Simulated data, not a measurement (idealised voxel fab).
Process module under the name voxel gate over fins
Square cell edge 5 nm, section width 235 nm, ID cut.
Cross-sections here: square-cell grids, written as top-down lists of bands, a band being one or more rows of cells.
First you get the band's top height and its bottom height, in nm, and then the materials it's made of, left to right, with each width in nm. If you see a single material with "throughout", that one covers the band edge to edge. "empty" is empty space.
Ref level 0: as-received wafer is one material below here. Bottom band extends down with no lower bound ("0 down").
Top row gets the first number, bottom row gets the second, and each row in between changes by the same step: that is how a band width like "30 to 40" works.
"changes: none" for a step: no cell of the cross-section changed in that step.
"Sealed internal cavities" lists enclosed empty spaces (at least 8 cells, no open path upward to the top), each as width x height at distance from the left edge, in nm.
What comes after the settings on a step's line is commentary from the simulator itself on that step.
overlay nm: how far to the right of its planned place the mask lay on this masked step (negative: to the left).
Pairs follow: section before one process step, section after it down to the lowest changed band, step with settings underneath. Pairs may come from different runs of this module on the same starting wafer; continuity with the pair above only as stated in the "Geometry before processing" entry.

**Geometry before processing**
10 to 0: 35 empty, 15 SiN, 35 empty, 15 SiN, 35 empty, 15 SiN, 35 empty, 15 SiN, 35 empty
0 to -15: 40 empty, 5 Si, 45 empty, 5 Si, 45 empty, 5 Si, 45 empty, 5 Si, 40 empty
-15 to -25: 40 SiO2, 5 Si, 45 SiO2, 5 Si, 45 SiO2, 5 Si, 45 SiO2, 5 Si, 40 SiO2
-25 to -30: 40 SiO2, 5 Si, 15 SiO2, 15 TiN, 15 SiO2, 5 Si, 45 SiO2, 5 Si, 45 SiO2, 5 Si, 40 SiO2
-30 to -75: 40 SiO2, 5 Si, 45 SiO2, 5 Si, 45 SiO2, 5 Si, 45 SiO2, 5 Si, 40 SiO2
-75 down: Si throughout
Sealed internal cavities: none

**after**
0 to -15: 40 empty, 5 Si, 45 empty, 5 Si, 45 empty, 5 Si, 45 empty, 5 Si, 40 empty
At heights below -15, the structure remains unaltered.
Sealed internal cavities: none
Between before and after above, the operation and settings are STRIP: etch materials SiN

Geometry before processing: The pre-step condition corresponds to the post-step cross-section depicted in the pair directly above.

**after**
5 to 0: 35 empty, 15 HfO2, 35 empty, 15 HfO2, 35 empty, 15 HfO2, 35 empty, 15 HfO2, 35 empty
0 to -10: 35 empty, 5 HfO2, 5 Si, 5 HfO2, 35 empty, 5 HfO2, 5 Si, 5 HfO2, 35 empty, 5 HfO2, 5 Si, 5 HfO2, 35 empty, 5 HfO2, 5 Si, 5 HfO2, 35 empty
-10 to -15: 40 HfO2, 5 Si, 45 HfO2, 5 Si, 45 HfO2, 5 Si, 45 HfO2, 5 Si, 40 HfO2
At heights below -15, the structure remains unaltered.
Sealed internal cavities: none
Between before and after above, the operation and settings are CONFORMAL_DEP: material HfO2, thk nm 5

Geometry before processing: The pre-step condition corresponds to the post-step cross-section depicted in the pair directly above.

**after**
10 to 5: 30 empty, 25 TiN, 25 empty, 25 TiN, 25 empty, 25 TiN, 25 empty, 25 TiN, 30 empty
5 to 0: 30 empty, 5 TiN, 15 HfO2, 5 TiN, 25 empty, 5 TiN, 15 HfO2, 5 TiN, 25 empty, 5 TiN, 15 HfO2, 5 TiN, 25 empty, 5 TiN, 15 HfO2, 5 TiN, 30 empty
0 to -5: 30 empty, 5 TiN, 5 HfO2, 5 Si, 5 HfO2, 5 TiN, 25 empty, 5 TiN, 5 HfO2, 5 Si, 5 HfO2, 5 TiN, 25 empty, 5 TiN, 5 HfO2, 5 Si, 5 HfO2, 5 TiN, 25 empty, 5 TiN, 5 HfO2, 5 Si, 5 HfO2, 5 TiN, 30 empty
-5 to -10: 35 TiN, 5 HfO2, 5 Si, 5 HfO2, 35 TiN, 5 HfO2, 5 Si, 5 HfO2, 35 TiN, 5 HfO2, 5 Si, 5 HfO2, 35 TiN, 5 HfO2, 5 Si, 5 HfO2, 35 TiN
At heights below -10, the structure remains unaltered.
Sealed internal cavities: none
Between before and after above, the operation and settings are CONFORMAL_DEP: material TiN, thk nm 5

Geometry before processing: The pre-step condition corresponds to the post-step cross-section depicted in the pair directly above.

**after**
15 to 10: 25 empty, 35 TiAl, 15 empty, 35 TiAl, 15 empty, 35 TiAl, 15 empty, 35 TiAl, 25 empty
10 to 5: 25 empty, 5 TiAl, 25 TiN, 5 TiAl, 15 empty, 5 TiAl, 25 TiN, 5 TiAl, 15 empty, 5 TiAl, 25 TiN, 5 TiAl, 15 empty, 5 TiAl, 25 TiN, 5 TiAl, 25 empty
5 to 0: 25 empty, 5 TiAl, 5 TiN, 15 HfO2, 5 TiN, 5 TiAl, 15 empty, 5 TiAl, 5 TiN, 15 HfO2, 5 TiN, 5 TiAl, 15 empty, 5 TiAl, 5 TiN, 15 HfO2, 5 TiN, 5 TiAl, 15 empty, 5 TiAl, 5 TiN, 15 HfO2, 5 TiN, 5 TiAl, 25 empty
0 to -5: 30 TiAl, 5 TiN, 5 HfO2, 5 Si, 5 HfO2, 5 TiN, 25 TiAl, 5 TiN, 5 HfO2, 5 Si, 5 HfO2, 5 TiN, 25 TiAl, 5 TiN, 5 HfO2, 5 Si, 5 HfO2, 5 TiN, 25 TiAl, 5 TiN, 5 HfO2, 5 Si, 5 HfO2, 5 TiN, 30 TiAl
At heights below -5, the structure remains unaltered.
Sealed internal cavities: none
Between before and after above, the operation and settings are CONFORMAL_DEP: material TiAl, thk nm 5

Geometry before processing: The pre-step condition corresponds to the post-step cross-section depicted in the pair directly above.

**after**
20 to 15: 20 empty, 45 TiN, 5 empty, 45 TiN, 5 empty, 45 TiN, 5 empty, 45 TiN, 20 empty
15 to 10: 20 empty, 5 TiN, 35 TiAl, 5 TiN, 5 empty, 5 TiN, 35 TiAl, 5 TiN, 5 empty, 5 TiN, 35 TiAl, 5 TiN, 5 empty, 5 TiN, 35 TiAl, 5 TiN, 20 empty
10 to 5: 20 empty, 5 TiN, 5 TiAl, 25 TiN, 5 TiAl, 5 TiN, 5 empty, 5 TiN, 5 TiAl, 25 TiN, 5 TiAl, 5 TiN, 5 empty, 5 TiN, 5 TiAl, 25 TiN, 5 TiAl, 5 TiN, 5 empty, 5 TiN, 5 TiAl, 25 TiN, 5 TiAl, 5 TiN, 20 empty
5 to 0: 25 TiN, 5 TiAl, 5 TiN, 15 HfO2, 5 TiN, 5 TiAl, 15 TiN, 5 TiAl, 5 TiN, 15 HfO2, 5 TiN, 5 TiAl, 15 TiN, 5 TiAl, 5 TiN, 15 HfO2, 5 TiN, 5 TiAl, 15 TiN, 5 TiAl, 5 TiN, 15 HfO2, 5 TiN, 5 TiAl, 25 TiN
At heights below 0, the structure remains unaltered.
Sealed internal cavities: none
Between before and after above, the operation and settings are CONFORMAL_DEP: material TiN, thk nm 5

Geometry before processing: The pre-step condition corresponds to the post-step cross-section depicted in the pair directly above.

**after**
30 to 20: W throughout
20 to 15: 20 W, 45 TiN, 5 W, 45 TiN, 5 W, 45 TiN, 5 W, 45 TiN, 20 W
15 to 10: 20 W, 5 TiN, 35 TiAl, 5 TiN, 5 W, 5 TiN, 35 TiAl, 5 TiN, 5 W, 5 TiN, 35 TiAl, 5 TiN, 5 W, 5 TiN, 35 TiAl, 5 TiN, 20 W
10 to 5: 20 W, 5 TiN, 5 TiAl, 25 TiN, 5 TiAl, 5 TiN, 5 W, 5 TiN, 5 TiAl, 25 TiN, 5 TiAl, 5 TiN, 5 W, 5 TiN, 5 TiAl, 25 TiN, 5 TiAl, 5 TiN, 5 W, 5 TiN, 5 TiAl, 25 TiN, 5 TiAl, 5 TiN, 20 W
At heights below 5, the structure remains unaltered.
Sealed internal cavities: none
Between before and after above, the operation and settings are FILL_DEP: material W, thk nm 10

Geometry before processing: The pre-step condition corresponds to the post-step cross-section depicted in the pair directly above.

**after**
25 to 20: W throughout
At heights below 20, the structure remains unaltered.
Sealed internal cavities: none
Between before and after above, the operation and settings are CMP: height nm 25

Geometry before processing: The pre-step condition corresponds to the post-step cross-section depicted in the pair directly above.

**after**
35 to 25: SiN throughout
At heights below 25, the structure remains unaltered.
Sealed internal cavities: none
Between before and after above, the operation and settings are CONFORMAL_DEP: material SiN, thk nm 10

**Geometry before processing**
5 to 0: 35 empty, 15 HfO2, 35 empty, 15 HfO2, 35 empty, 15 HfO2, 35 empty, 15 HfO2, 35 empty
0 to -10: 35 empty, 5 HfO2, 5 Si, 5 HfO2, 35 empty, 5 HfO2, 5 Si, 5 HfO2, 35 empty, 5 HfO2, 5 Si, 5 HfO2, 35 empty, 5 HfO2, 5 Si, 5 HfO2, 35 empty
-10 to -15: 40 HfO2, 5 Si, 45 HfO2, 5 Si, 45 HfO2, 5 Si, 45 HfO2, 5 Si, 40 HfO2
-15 to -25: 40 SiO2, 5 Si, 45 SiO2, 5 Si, 45 SiO2, 5 Si, 45 SiO2, 5 Si, 40 SiO2
-25 to -30: 40 SiO2, 5 Si, 15 SiO2, 15 TiN, 15 SiO2, 5 Si, 45 SiO2, 5 Si, 45 SiO2, 5 Si, 40 SiO2
-30 to -40: 40 SiO2, 5 Si, 45 SiO2, 5 Si, 45 SiO2, 5 Si, 45 SiO2, 5 Si, 40 SiO2
-40 down: Si throughout
Sealed internal cavities: none

**after**
10 to 5: 30 empty, 25 TiAl, 25 empty, 25 TiAl, 25 empty, 25 TiAl, 25 empty, 25 TiAl, 30 empty
5 to 0: 30 empty, 5 TiAl, 15 HfO2, 5 TiAl, 25 empty, 5 TiAl, 15 HfO2, 5 TiAl, 25 empty, 5 TiAl, 15 HfO2, 5 TiAl, 25 empty, 5 TiAl, 15 HfO2, 5 TiAl, 30 empty
0 to -5: 30 empty, 5 TiAl, 5 HfO2, 5 Si, 5 HfO2, 5 TiAl, 25 empty, 5 TiAl, 5 HfO2, 5 Si, 5 HfO2, 5 TiAl, 25 empty, 5 TiAl, 5 HfO2, 5 Si, 5 HfO2, 5 TiAl, 25 empty, 5 TiAl, 5 HfO2, 5 Si, 5 HfO2, 5 TiAl, 30 empty
-5 to -10: 35 TiAl, 5 HfO2, 5 Si, 5 HfO2, 35 TiAl, 5 HfO2, 5 Si, 5 HfO2, 35 TiAl, 5 HfO2, 5 Si, 5 HfO2, 35 TiAl, 5 HfO2, 5 Si, 5 HfO2, 35 TiAl
At heights below -10, the structure remains unaltered.
Sealed internal cavities: none
Between before and after above, the operation and settings are CONFORMAL_DEP: material TiAl, thk nm 5

Geometry before processing: The pre-step condition corresponds to the post-step cross-section depicted in the pair directly above.

**after**
15 to 10: 25 empty, 35 TiN, 15 empty, 35 TiN, 15 empty, 35 TiN, 15 empty, 35 TiN, 25 empty
10 to 5: 25 empty, 5 TiN, 25 TiAl, 5 TiN, 15 empty, 5 TiN, 25 TiAl, 5 TiN, 15 empty, 5 TiN, 25 TiAl, 5 TiN, 15 empty, 5 TiN, 25 TiAl, 5 TiN, 25 empty
5 to 0: 25 empty, 5 TiN, 5 TiAl, 15 HfO2, 5 TiAl, 5 TiN, 15 empty, 5 TiN, 5 TiAl, 15 HfO2, 5 TiAl, 5 TiN, 15 empty, 5 TiN, 5 TiAl, 15 HfO2, 5 TiAl, 5 TiN, 15 empty, 5 TiN, 5 TiAl, 15 HfO2, 5 TiAl, 5 TiN, 25 empty
0 to -5: 30 TiN, 5 TiAl, 5 HfO2, 5 Si, 5 HfO2, 5 TiAl, 25 TiN, 5 TiAl, 5 HfO2, 5 Si, 5 HfO2, 5 TiAl, 25 TiN, 5 TiAl, 5 HfO2, 5 Si, 5 HfO2, 5 TiAl, 25 TiN, 5 TiAl, 5 HfO2, 5 Si, 5 HfO2, 5 TiAl, 30 TiN
At heights below -5, the structure remains unaltered.
Sealed internal cavities: none
Between before and after above, the operation and settings are CONFORMAL_DEP: material TiN, thk nm 5

Geometry before processing: The pre-step condition corresponds to the post-step cross-section depicted in the pair directly above.

**after**
20 to 10: 20 empty, 45 TiN, 5 empty, 45 TiN, 5 empty, 45 TiN, 5 empty, 45 TiN, 20 empty
10 to 5: 20 empty, 10 TiN, 25 TiAl, 10 TiN, 5 empty, 10 TiN, 25 TiAl, 10 TiN, 5 empty, 10 TiN, 25 TiAl, 10 TiN, 5 empty, 10 TiN, 25 TiAl, 10 TiN, 20 empty
5 to 0: 30 TiN, 5 TiAl, 15 HfO2, 5 TiAl, 25 TiN, 5 TiAl, 15 HfO2, 5 TiAl, 25 TiN, 5 TiAl, 15 HfO2, 5 TiAl, 25 TiN, 5 TiAl, 15 HfO2, 5 TiAl, 30 TiN
At heights below 0, the structure remains unaltered.
Sealed internal cavities: none
Between before and after above, the operation and settings are CONFORMAL_DEP: material TiN, thk nm 5

Geometry before processing: The pre-step condition corresponds to the post-step cross-section depicted in the pair directly above.

**after**
30 to 20: W throughout
20 to 10: 20 W, 45 TiN, 5 W, 45 TiN, 5 W, 45 TiN, 5 W, 45 TiN, 20 W
10 to 5: 20 W, 10 TiN, 25 TiAl, 10 TiN, 5 W, 10 TiN, 25 TiAl, 10 TiN, 5 W, 10 TiN, 25 TiAl, 10 TiN, 5 W, 10 TiN, 25 TiAl, 10 TiN, 20 W
At heights below 5, the structure remains unaltered.
Sealed internal cavities: none
Between before and after above, the operation and settings are FILL_DEP: material W, thk nm 10

Geometry before processing: The pre-step condition corresponds to the post-step cross-section depicted in the pair directly above.

**after**
25 to 20: W throughout
At heights below 20, the structure remains unaltered.
Sealed internal cavities: none
Between before and after above, the operation and settings are CMP: height nm 25

Geometry before processing: The pre-step condition corresponds to the post-step cross-section depicted in the pair directly above.

**after**
35 to 25: SiN throughout
At heights below 25, the structure remains unaltered.
Sealed internal cavities: none
Between before and after above, the operation and settings are CONFORMAL_DEP: material SiN, thk nm 10

**Geometry before processing**
20 to 10: 35 empty, 15 aC, 35 empty, 15 aC, 35 empty, 15 aC, 35 empty, 15 aC, 35 empty
10 to 0: 35 empty, 15 SiN, 35 empty, 15 SiN, 35 empty, 15 SiN, 35 empty, 15 SiN, 35 empty
0 down: Si throughout
Sealed internal cavities: none

**after**
20 to 10: 35 empty, 15 aC, 35 empty, 15 aC, 35 empty, 15 aC, 35 empty, 15 aC, 35 empty
10 to 0: 35 empty, 15 SiN, 35 empty, 15 SiN, 35 empty, 15 SiN, 35 empty, 15 SiN, 35 empty
0 to -30: 35 empty, 15 Si, 35 empty, 15 Si, 35 empty, 15 Si, 35 empty, 15 Si, 35 empty
At heights below -30, the structure remains unaltered.
Sealed internal cavities: none
Between before and after above, the operation and settings are DIRECTIONAL_ETCH: etch materials Si, depth nm 30

Geometry before processing: The pre-step condition corresponds to the post-step cross-section depicted in the pair directly above.

**after**
10 to 0: 35 empty, 15 SiN, 35 empty, 15 SiN, 35 empty, 15 SiN, 35 empty, 15 SiN, 35 empty
At heights below 0, the structure remains unaltered.
Sealed internal cavities: none
Between before and after above, the operation and settings are STRIP: etch materials aC

Geometry before processing: The pre-step condition corresponds to the post-step cross-section depicted in the pair directly above.

**after**
10 to 0: 35 empty, 15 SiN, 35 empty, 15 SiN, 35 empty, 15 SiN, 35 empty, 15 SiN, 35 empty
0 to -30: 35 empty, 5 SiO2, 5 Si, 5 SiO2, 35 empty, 5 SiO2, 5 Si, 5 SiO2, 35 empty, 5 SiO2, 5 Si, 5 SiO2, 35 empty, 5 SiO2, 5 Si, 5 SiO2, 35 empty
-30 to -35: 40 SiO2, 5 Si, 45 SiO2, 5 Si, 45 SiO2, 5 Si, 45 SiO2, 5 Si, 40 SiO2
At heights below -35, the structure remains unaltered.
Sealed internal cavities: none
Between before and after above, the operation and settings are OXIDIZE: depth nm 5

Geometry before processing: The pre-step condition corresponds to the post-step cross-section depicted in the pair directly above.

**after**
20 to 10: SiO2 throughout
10 to 0: 35 SiO2, 15 SiN, 35 SiO2, 15 SiN, 35 SiO2, 15 SiN, 35 SiO2, 15 SiN, 35 SiO2
0 to -35: 40 SiO2, 5 Si, 45 SiO2, 5 Si, 45 SiO2, 5 Si, 45 SiO2, 5 Si, 40 SiO2
At heights below -35, the structure remains unaltered.
Sealed internal cavities: none
Between before and after above, the operation and settings are FILL_DEP: material SiO2, thk nm 10

Geometry before processing: The pre-step condition corresponds to the post-step cross-section depicted in the pair directly above.

**after**
10 to 0: 35 SiO2, 15 SiN, 35 SiO2, 15 SiN, 35 SiO2, 15 SiN, 35 SiO2, 15 SiN, 35 SiO2
At heights below 0, the structure remains unaltered.
Sealed internal cavities: none
Between before and after above, the operation and settings are CMP: height nm 10

Geometry before processing: The pre-step condition corresponds to the post-step cross-section depicted in the pair directly above.

**after**
20 to 10: aC throughout
At heights below 10, the structure remains unaltered.
Sealed internal cavities: none
Between before and after above, the operation and settings are DIRECTIONAL_DEP: material aC, thk nm 10

Geometry before processing: The pre-step condition corresponds to the post-step cross-section depicted in the pair directly above.

**after**
50 to 20: 60 resist, 15 empty, 160 resist
At heights below 20, the structure remains unaltered.
Sealed internal cavities: none
Between before and after above, the operation and settings are PATTERN: tone open, mask id RAIL, material resist, width nm 15, thk nm 30, overlay nm 0

Geometry before processing: The pre-step condition corresponds to the post-step cross-section depicted in the pair directly above.

**after**
40 to 20: 60 resist, 15 empty, 160 resist
20 to 10: 60 aC, 15 empty, 160 aC
At heights below 10, the structure remains unaltered.
Sealed internal cavities: none
Between before and after above, the operation and settings are DIRECTIONAL_ETCH: etch materials aC, depth nm 10

Geometry before processing: The pre-step condition corresponds to the post-step cross-section depicted in the pair directly above.

**after**
20 to 10: 60 aC, 15 empty, 160 aC
At heights below 10, the structure remains unaltered.
Sealed internal cavities: none
Between before and after above, the operation and settings are STRIP: etch materials resist

Geometry before processing: The pre-step condition corresponds to the post-step cross-section depicted in the pair directly above.

**after**
20 to 10: 60 aC, 15 empty, 160 aC
10 to 0: 35 SiO2, 15 SiN, 10 SiO2, 15 empty, 10 SiO2, 15 SiN, 35 SiO2, 15 SiN, 35 SiO2, 15 SiN, 35 SiO2
0 to -30: 40 SiO2, 5 Si, 15 SiO2, 15 empty, 15 SiO2, 5 Si, 45 SiO2, 5 Si, 45 SiO2, 5 Si, 40 SiO2
At heights below -30, the structure remains unaltered.
Sealed internal cavities: none
Between before and after above, the operation and settings are DIRECTIONAL_ETCH: etch materials SiO2, depth nm 40

Geometry before processing: The pre-step condition corresponds to the post-step cross-section depicted in the pair directly above.

**after**
10 to 0: 35 SiO2, 15 SiN, 10 SiO2, 15 empty, 10 SiO2, 15 SiN, 35 SiO2, 15 SiN, 35 SiO2, 15 SiN, 35 SiO2
At heights below 0, the structure remains unaltered.
Sealed internal cavities: none
Between before and after above, the operation and settings are STRIP: etch materials aC

Geometry before processing: The pre-step condition corresponds to the post-step cross-section depicted in the pair directly above.

**after**
15 to 10: 65 TiN, 5 empty, 165 TiN
10 to 0: 35 SiO2, 15 SiN, 10 SiO2, 5 TiN, 5 empty, 5 TiN, 10 SiO2, 15 SiN, 35 SiO2, 15 SiN, 35 SiO2, 15 SiN, 35 SiO2
0 to -25: 40 SiO2, 5 Si, 15 SiO2, 5 TiN, 5 empty, 5 TiN, 15 SiO2, 5 Si, 45 SiO2, 5 Si, 45 SiO2, 5 Si, 40 SiO2
-25 to -30: 40 SiO2, 5 Si, 15 SiO2, 15 TiN, 15 SiO2, 5 Si, 45 SiO2, 5 Si, 45 SiO2, 5 Si, 40 SiO2
At heights below -30, the structure remains unaltered.
Sealed internal cavities: none
Between before and after above, the operation and settings are CONFORMAL_DEP: material TiN, thk nm 5

Geometry before processing: The pre-step condition corresponds to the post-step cross-section depicted in the pair directly above.

**after**
20 to 15: Ru throughout
15 to 10: 65 TiN, 5 Ru, 165 TiN
10 to 0: 35 SiO2, 15 SiN, 10 SiO2, 5 TiN, 5 Ru, 5 TiN, 10 SiO2, 15 SiN, 35 SiO2, 15 SiN, 35 SiO2, 15 SiN, 35 SiO2
0 to -25: 40 SiO2, 5 Si, 15 SiO2, 5 TiN, 5 Ru, 5 TiN, 15 SiO2, 5 Si, 45 SiO2, 5 Si, 45 SiO2, 5 Si, 40 SiO2
At heights below -25, the structure remains unaltered.
Sealed internal cavities: none
Between before and after above, the operation and settings are FILL_DEP: material Ru, thk nm 5

Geometry before processing: The pre-step condition corresponds to the post-step cross-section depicted in the pair directly above.

**after**
10 to 0: 35 SiO2, 15 SiN, 10 SiO2, 5 TiN, 5 Ru, 5 TiN, 10 SiO2, 15 SiN, 35 SiO2, 15 SiN, 35 SiO2, 15 SiN, 35 SiO2
At heights below 0, the structure remains unaltered.
Sealed internal cavities: none
Between before and after above, the operation and settings are CMP: height nm 10

Geometry before processing: The pre-step condition corresponds to the post-step cross-section depicted in the pair directly above.

**after**
10 to 0: 35 SiO2, 15 SiN, 10 SiO2, 15 empty, 10 SiO2, 15 SiN, 35 SiO2, 15 SiN, 35 SiO2, 15 SiN, 35 SiO2
0 to -25: 40 SiO2, 5 Si, 15 SiO2, 15 empty, 15 SiO2, 5 Si, 45 SiO2, 5 Si, 45 SiO2, 5 Si, 40 SiO2
At heights below -25, the structure remains unaltered.
Sealed internal cavities: none
Between before and after above, the operation and settings are SELECTIVE_ETCH: etch materials W Ru TiN, depth nm 35

Geometry before processing: The pre-step condition corresponds to the post-step cross-section depicted in the pair directly above.

**after**
15 to 10: SiO2 throughout
10 to 0: 35 SiO2, 15 SiN, 35 SiO2, 15 SiN, 35 SiO2, 15 SiN, 35 SiO2, 15 SiN, 35 SiO2
0 to -25: 40 SiO2, 5 Si, 45 SiO2, 5 Si, 45 SiO2, 5 Si, 45 SiO2, 5 Si, 40 SiO2
At heights below -25, the structure remains unaltered.
Sealed internal cavities: none
Between before and after above, the operation and settings are FILL_DEP: material SiO2, thk nm 5

Geometry before processing: The pre-step condition corresponds to the post-step cross-section depicted in the pair directly above.

**after**
10 to 0: 35 SiO2, 15 SiN, 35 SiO2, 15 SiN, 35 SiO2, 15 SiN, 35 SiO2, 15 SiN, 35 SiO2
At heights below 0, the structure remains unaltered.
Sealed internal cavities: none
Between before and after above, the operation and settings are CMP: height nm 10

Geometry before processing: The pre-step condition corresponds to the post-step cross-section depicted in the pair directly above.

**after**
10 to 0: 35 empty, 15 SiN, 35 empty, 15 SiN, 35 empty, 15 SiN, 35 empty, 15 SiN, 35 empty
0 to -15: 40 empty, 5 Si, 45 empty, 5 Si, 45 empty, 5 Si, 45 empty, 5 Si, 40 empty
At heights below -15, the structure remains unaltered.
Sealed internal cavities: none
Between before and after above, the operation and settings are SELECTIVE_ETCH: etch materials SiO2, depth nm 25

Geometry before processing: The pre-step condition corresponds to the post-step cross-section depicted in the pair directly above.

**after**
0 to -15: 40 empty, 5 Si, 45 empty, 5 Si, 45 empty, 5 Si, 45 empty, 5 Si, 40 empty
At heights below -15, the structure remains unaltered.
Sealed internal cavities: none
Between before and after above, the operation and settings are STRIP: etch materials SiN

Geometry before processing: The pre-step condition corresponds to the post-step cross-section depicted in the pair directly above.

**after**
5 to 0: 35 empty, 15 HfO2, 35 empty, 15 HfO2, 35 empty, 15 HfO2, 35 empty, 15 HfO2, 35 empty
0 to -10: 35 empty, 5 HfO2, 5 Si, 5 HfO2, 35 empty, 5 HfO2, 5 Si, 5 HfO2, 35 empty, 5 HfO2, 5 Si, 5 HfO2, 35 empty, 5 HfO2, 5 Si, 5 HfO2, 35 empty
-10 to -15: 40 HfO2, 5 Si, 45 HfO2, 5 Si, 45 HfO2, 5 Si, 45 HfO2, 5 Si, 40 HfO2
At heights below -15, the structure remains unaltered.
Sealed internal cavities: none
Between before and after above, the operation and settings are CONFORMAL_DEP: material HfO2, thk nm 5

Geometry before processing: The pre-step condition corresponds to the post-step cross-section depicted in the pair directly above.

**after**
10 to 5: 30 empty, 25 TiN, 25 empty, 25 TiN, 25 empty, 25 TiN, 25 empty, 25 TiN, 30 empty
5 to 0: 30 empty, 5 TiN, 15 HfO2, 5 TiN, 25 empty, 5 TiN, 15 HfO2, 5 TiN, 25 empty, 5 TiN, 15 HfO2, 5 TiN, 25 empty, 5 TiN, 15 HfO2, 5 TiN, 30 empty
0 to -5: 30 empty, 5 TiN, 5 HfO2, 5 Si, 5 HfO2, 5 TiN, 25 empty, 5 TiN, 5 HfO2, 5 Si, 5 HfO2, 5 TiN, 25 empty, 5 TiN, 5 HfO2, 5 Si, 5 HfO2, 5 TiN, 25 empty, 5 TiN, 5 HfO2, 5 Si, 5 HfO2, 5 TiN, 30 empty
-5 to -10: 35 TiN, 5 HfO2, 5 Si, 5 HfO2, 35 TiN, 5 HfO2, 5 Si, 5 HfO2, 35 TiN, 5 HfO2, 5 Si, 5 HfO2, 35 TiN, 5 HfO2, 5 Si, 5 HfO2, 35 TiN
At heights below -10, the structure remains unaltered.
Sealed internal cavities: none
Between before and after above, the operation and settings are CONFORMAL_DEP: material TiN, thk nm 5

Geometry before processing: The pre-step condition corresponds to the post-step cross-section depicted in the pair directly above.

**after**
15 to 10: 25 empty, 35 TiAl, 15 empty, 35 TiAl, 15 empty, 35 TiAl, 15 empty, 35 TiAl, 25 empty
10 to 5: 25 empty, 5 TiAl, 25 TiN, 5 TiAl, 15 empty, 5 TiAl, 25 TiN, 5 TiAl, 15 empty, 5 TiAl, 25 TiN, 5 TiAl, 15 empty, 5 TiAl, 25 TiN, 5 TiAl, 25 empty
5 to 0: 25 empty, 5 TiAl, 5 TiN, 15 HfO2, 5 TiN, 5 TiAl, 15 empty, 5 TiAl, 5 TiN, 15 HfO2, 5 TiN, 5 TiAl, 15 empty, 5 TiAl, 5 TiN, 15 HfO2, 5 TiN, 5 TiAl, 15 empty, 5 TiAl, 5 TiN, 15 HfO2, 5 TiN, 5 TiAl, 25 empty
0 to -5: 30 TiAl, 5 TiN, 5 HfO2, 5 Si, 5 HfO2, 5 TiN, 25 TiAl, 5 TiN, 5 HfO2, 5 Si, 5 HfO2, 5 TiN, 25 TiAl, 5 TiN, 5 HfO2, 5 Si, 5 HfO2, 5 TiN, 25 TiAl, 5 TiN, 5 HfO2, 5 Si, 5 HfO2, 5 TiN, 30 TiAl
At heights below -5, the structure remains unaltered.
Sealed internal cavities: none
Between before and after above, the operation and settings are CONFORMAL_DEP: material TiAl, thk nm 5

Geometry before processing: The pre-step condition corresponds to the post-step cross-section depicted in the pair directly above.

**after**
20 to 15: 20 empty, 45 TiN, 5 empty, 45 TiN, 5 empty, 45 TiN, 5 empty, 45 TiN, 20 empty
15 to 10: 20 empty, 5 TiN, 35 TiAl, 5 TiN, 5 empty, 5 TiN, 35 TiAl, 5 TiN, 5 empty, 5 TiN, 35 TiAl, 5 TiN, 5 empty, 5 TiN, 35 TiAl, 5 TiN, 20 empty
10 to 5: 20 empty, 5 TiN, 5 TiAl, 25 TiN, 5 TiAl, 5 TiN, 5 empty, 5 TiN, 5 TiAl, 25 TiN, 5 TiAl, 5 TiN, 5 empty, 5 TiN, 5 TiAl, 25 TiN, 5 TiAl, 5 TiN, 5 empty, 5 TiN, 5 TiAl, 25 TiN, 5 TiAl, 5 TiN, 20 empty
5 to 0: 25 TiN, 5 TiAl, 5 TiN, 15 HfO2, 5 TiN, 5 TiAl, 15 TiN, 5 TiAl, 5 TiN, 15 HfO2, 5 TiN, 5 TiAl, 15 TiN, 5 TiAl, 5 TiN, 15 HfO2, 5 TiN, 5 TiAl, 15 TiN, 5 TiAl, 5 TiN, 15 HfO2, 5 TiN, 5 TiAl, 25 TiN
At heights below 0, the structure remains unaltered.
Sealed internal cavities: none
Between before and after above, the operation and settings are CONFORMAL_DEP: material TiN, thk nm 5

Geometry before processing: The pre-step condition corresponds to the post-step cross-section depicted in the pair directly above.

**after**
30 to 20: W throughout
20 to 15: 20 W, 45 TiN, 5 W, 45 TiN, 5 W, 45 TiN, 5 W, 45 TiN, 20 W
15 to 10: 20 W, 5 TiN, 35 TiAl, 5 TiN, 5 W, 5 TiN, 35 TiAl, 5 TiN, 5 W, 5 TiN, 35 TiAl, 5 TiN, 5 W, 5 TiN, 35 TiAl, 5 TiN, 20 W
10 to 5: 20 W, 5 TiN, 5 TiAl, 25 TiN, 5 TiAl, 5 TiN, 5 W, 5 TiN, 5 TiAl, 25 TiN, 5 TiAl, 5 TiN, 5 W, 5 TiN, 5 TiAl, 25 TiN, 5 TiAl, 5 TiN, 5 W, 5 TiN, 5 TiAl, 25 TiN, 5 TiAl, 5 TiN, 20 W
At heights below 5, the structure remains unaltered.
Sealed internal cavities: none
Between before and after above, the operation and settings are FILL_DEP: material W, thk nm 10

Geometry before processing: The pre-step condition corresponds to the post-step cross-section depicted in the pair directly above.

**after**
25 to 20: W throughout
At heights below 20, the structure remains unaltered.
Sealed internal cavities: none
Between before and after above, the operation and settings are CMP: height nm 25

Geometry before processing: The pre-step condition corresponds to the post-step cross-section depicted in the pair directly above.

**after**
35 to 25: SiN throughout
At heights below 25, the structure remains unaltered.
Sealed internal cavities: none
Between before and after above, the operation and settings are CONFORMAL_DEP: material SiN, thk nm 10

**Geometry before processing**
20 to 10: aC throughout
10 to 0: 35 SiO2, 15 SiN, 35 SiO2, 15 SiN, 35 SiO2, 15 SiN, 35 SiO2, 15 SiN, 35 SiO2
0 to -40: 40 SiO2, 5 Si, 45 SiO2, 5 Si, 45 SiO2, 5 Si, 45 SiO2, 5 Si, 40 SiO2
-40 down: Si throughout
Sealed internal cavities: none

**after**
50 to 20: 55 resist, 25 empty, 155 resist
At heights below 20, the structure remains unaltered.
Sealed internal cavities: none
Between before and after above, the operation and settings are PATTERN: tone open, mask id RAIL, material resist, width nm 25, thk nm 30, overlay nm 0

Geometry before processing: The pre-step condition corresponds to the post-step cross-section depicted in the pair directly above.

**after**
40 to 20: 55 resist, 25 empty, 155 resist
20 to 10: 55 aC, 25 empty, 155 aC
At heights below 10, the structure remains unaltered.
Sealed internal cavities: none
Between before and after above, the operation and settings are DIRECTIONAL_ETCH: etch materials aC, depth nm 10

Geometry before processing: The pre-step condition corresponds to the post-step cross-section depicted in the pair directly above.

**after**
20 to 10: 55 aC, 25 empty, 155 aC
At heights below 10, the structure remains unaltered.
Sealed internal cavities: none
Between before and after above, the operation and settings are STRIP: etch materials resist
